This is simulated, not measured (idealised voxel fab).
The name of this process module is voxel ribs on slabs.
Pictured: cross-section cut, 195 nm wide, on a grid of 5 nm square cells.
Square cells in a grid make up a cross-section in this document, and the grid is given as bands, listed from the top down, each one or more rows of cells.
This entry defines a band. It first specifies the height of the band's top and the height of its bottom in nm, and then specifies the band's materials from left to right, stating each material with its width in nm. The word "all across" identifies a single material that fills the band from edge to edge, while the word "air" identifies empty space.
Heads up on the height convention: 0 is the point under which the incoming wafer is all one material, and the lowest band has no bottom, it just keeps going down, like "0 nm and below".
The expression "30->40" gives the width at the extremes of the band, the first number at its top row of cells and the second at its bottom row, with the width changing by equal amounts from each row to the next in between.
When a step is marked "everything unchanged", none of the cells in the cross-section changed during that step.
Any empty space of 8 cells or more lacking an open way to the top shows up in "Cavities, sealed" as width x height at distance, distance from the left edge, in nm.
Heads up: the bit after the settings on a step's line is the simulator's remark on that step.
"overlay nm" denotes, for a step that has a mask, the displacement of the mask to the right of its planned place, with negative values corresponding to the left.

This section lists the process steps that were planned:
1,op RECEIVE | material Si
2,op DIRECTIONAL_DEP | material SiO2 | thk nm 20
3,op DIRECTIONAL_DEP | material SiN | thk nm 20
4,op PATTERN | tone cover | mask id RIB | material resist | width nm 20 | thk nm 20 | overlay nm 0
5,op DIRECTIONAL_ETCH | etch materials SiN | depth nm 10
6,op STRIP | etch materials resist
7,op PATTERN | tone cover | mask id SLAB | material resist | width nm 60 | thk nm 15 | overlay nm 0
8,op DIRECTIONAL_ETCH | etch materials SiN | depth nm 10
9,op STRIP | etch materials resist
10,op FILL_DEP | material SiO2 | thk nm 25
11,op CMP | height nm 55
12,op DIRECTIONAL_DEP | material W | thk nm 5
13,op PATTERN | tone cover | mask id HEATER | material resist | width nm 40 | thk nm 20 | overlay nm 0
14,op DIRECTIONAL_ETCH | etch materials W | depth nm 5
15,op STRIP | etch materials resist
16,op CONFORMAL_DEP | material SiN | thk nm 5
Where the wafers of this document differ is in the width nm of step 4; they start out the same, and the plan states the value that applied to the first wafer.

Cross-section of the first of several wafers as received (after step 1):
* 0 nm and below | Si all across
* Cavities, sealed: none

First wafer of several, cross-section, module end, after step 16 (last):
* 65 nm to 60 nm | air 70 | SiN 50 | air 75
* 60 nm to 55 nm | SiN 75 | W 40 | SiN 80
* 55 nm to 40 nm | SiO2 all across
* 40 nm to 30 nm | SiO2 85 | SiN 20 | SiO2 90
* 30 nm to 20 nm | SiO2 65 | SiN 60 | SiO2 70
* 20 nm to 0 nm | SiO2 all across
* 0 nm and below | Si all across
* Cavities, sealed: none

Of the several wafers, the last: cross-section at the end of the module:
* 65 nm to 60 nm | air 70 | SiN 50 | air 75
* 60 nm to 55 nm | SiN 75 | W 40 | SiN 80
* 55 nm to 40 nm | SiO2 all across
* 40 nm to 30 nm | SiO2 75 | SiN 45 | SiO2 75
* 30 nm to 20 nm | SiO2 65 | SiN 60 | SiO2 70
* 20 nm to 0 nm | SiO2 all across
* 0 nm and below | Si all across
* Cavities, sealed: none

Rows = wafers. At module end, each row lists per material the cells gained (+) or lost (-) since the wafer was received, then the closed voids:
width nm 20; +73 SiN; +397 SiO2; +8 W; Cavities, sealed: none
width nm 25; +75 SiN; +395 SiO2; +8 W; Cavities, sealed: none
width nm 30; +77 SiN; +393 SiO2; +8 W; Cavities, sealed: none
width nm 35; +79 SiN; +391 SiO2; +8 W; Cavities, sealed: none
width nm 40; +81 SiN; +389 SiO2; +8 W; Cavities, sealed: none
width nm 45; +83 SiN; +387 SiO2; +8 W; Cavities, sealed: none
